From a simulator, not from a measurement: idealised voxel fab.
process module | voxel capacitor over wiring
cross-section cut | 240 nm wide | cells 5 nm
A cross-section is a grid of square cells, given in bands from the top down. A band is one or more rows of cells.
Each band's line starts with the height of the band's top and of its bottom, in nm. Then come its materials from left to right, each with its width in nm. One material with "throughout" fills the band from edge to edge. "air" is empty space.
Height 0 is the level under which the wafer as received is all one material. The lowest band goes on downwards, as in "0 down".
A width such as "30 to 40" changes by the same amount from each row of cells to the next, from the band's top row to its bottom row.
"no change" after a step means that no cell of the cross-section changed.
closed voids: empty space of 8 cells or more with no open way to the top, each as width x height at its distance from the left edge, in nm
after a step's settings: what the simulator itself notes on the step
overlay nm, on a step with a mask: how far to the right of its planned place the mask lay; to the left if negative
plan
1 op RECEIVE | material Si
2 op CONFORMAL_DEP | material SiO2 | thk nm 15
3 op DIRECTIONAL_DEP | material TiN | thk nm 5
4 op DIRECTIONAL_DEP | material Ru | thk nm 25
5 op DIRECTIONAL_DEP | material aC | thk nm 15
6 op PATTERN | tone cover | mask id METAL_1 | material resist | width nm 20 | pitch nm 75 | thk nm 35 | overlay nm 0
7 op DIRECTIONAL_ETCH | etch materials aC | depth nm 15
8 op STRIP | etch materials resist
9 op DIRECTIONAL_ETCH | etch materials Ru | depth nm 25
10 op DIRECTIONAL_ETCH | etch materials TiN | depth nm 5
11 op STRIP | etch materials aC
12 op CONFORMAL_DEP | material SiCN | thk nm 5
13 op FILL_DEP | material lowk | thk nm 5
14 op CMP | height nm 45
15 op CONFORMAL_DEP | material SiCN | thk nm 5
16 op DIRECTIONAL_DEP | material SiO2 | thk nm 15
17 op PATTERN | tone open | mask id PLUG_1 | material resist | width nm 15 | thk nm 20 | overlay nm 0
18 op DIRECTIONAL_ETCH | etch materials SiO2 | depth nm 15
19 op DIRECTIONAL_ETCH | etch materials SiCN | depth nm 5
20 op STRIP | etch materials resist
21 op CONFORMAL_DEP | material TiN | thk nm 5
22 op FILL_DEP | material Ru | thk nm 5
23 op CMP | height nm 65
24 op DIRECTIONAL_DEP | material TiN | thk nm 10
25 op DIRECTIONAL_DEP | material HfO2 | thk nm 5
26 op DIRECTIONAL_DEP | material TiN | thk nm 5
27 op MASKED_ETCH | tone cover | mask id UPPER_PLATE | width nm 60 | etch materials TiN | depth nm 5 | overlay nm 0
28 op MASKED_ETCH | tone cover | mask id UPPER_PLATE | width nm 60 | etch materials HfO2 | depth nm 5 | overlay nm 0
29 op PATTERN | tone cover | mask id LOWER_PLATE | material resist | width nm 70 | thk nm 15 | overlay nm 0
30 op DIRECTIONAL_ETCH | etch materials TiN | depth nm 10
31 op STRIP | etch materials resist
32 op FILL_DEP | material SiO2 | thk nm 20
33 op CMP | height nm 100
34 op DIRECTIONAL_DEP | material aC | thk nm 10
35 op PATTERN | tone open | mask id PLUG_2 | material resist | width nm 15 | thk nm 30 | overlay nm 0
36 op DIRECTIONAL_ETCH | etch materials aC | depth nm 10
37 op STRIP | etch materials resist
38 op DIRECTIONAL_ETCH | etch materials SiO2 | depth nm 15
39 op STRIP | etch materials aC
40 op CONFORMAL_DEP | material TiN | thk nm 5
41 op FILL_DEP | material W | thk nm 5
42 op CMP | height nm 100
43 op CONFORMAL_DEP | material SiCN | thk nm 5
as received, after step 1
  0 down: Si throughout
  closed voids: none
first wafer at the end, as planned
  105 to 100: SiCN throughout
  100 to 90: SiO2 85 | TiN 5 | W 5 | TiN 5 | SiO2 140
  90 to 80: SiO2 85 to 75 | TiN 15 to 60 | SiO2 140 to 105
  80 to 75: SiO2 75 | HfO2 60 | SiO2 105
  75 to 65: SiO2 70 | TiN 70 | SiO2 100
  65 to 50: SiO2 75 | TiN 5 | Ru 5 | TiN 5 | SiO2 150
  50 to 45: SiCN 75 | TiN 15 | SiCN 150
  45 to 20: lowk 65 | SiCN 5 | Ru 20 | SiCN 5 | lowk 45 | SiCN 5 | Ru 20 | SiCN 5 | lowk 70
  20 to 15: SiCN 70 | TiN 20 | SiCN 55 | TiN 20 | SiCN 75
  15 to 0: SiO2 throughout
  0 down: Si throughout
  closed voids: none
second wafer at the end: like start, like plan, one mistake
  105 to 100: SiCN throughout
  100 to 90: SiO2 85 | TiN 5 | W 5 | TiN 5 | SiO2 140
  90 to 80: SiO2 85 to 75 | TiN 15 to 60 | SiO2 140 to 105
  80 to 75: SiO2 75 | HfO2 60 | SiO2 105
  75 to 65: SiO2 70 | TiN 70 | SiO2 100
  65 to 50: Ru 70 | TiN 5 | SiO2 15 | TiN 5 | Ru 145
  50 to 45: TiN 75 | SiCN 15 | TiN 150
  45 to 20: lowk 65 | SiCN 5 | Ru 20 | SiCN 5 | lowk 45 | SiCN 5 | Ru 20 | SiCN 5 | lowk 70
  20 to 15: SiCN 70 | TiN 20 | SiCN 55 | TiN 20 | SiCN 75
  15 to 0: SiO2 throughout
  0 down: Si throughout
  closed voids: none
what went wrong: step 17 ran as: op PATTERN | tone cover | mask id PLUG_1 | material resist | width nm 15 | thk nm 20 | overlay nm 0
at the end the second wafer has, in cells: 126 more of Ru | 42 fewer of SiCN | 126 fewer of SiO2 | 42 more of TiN
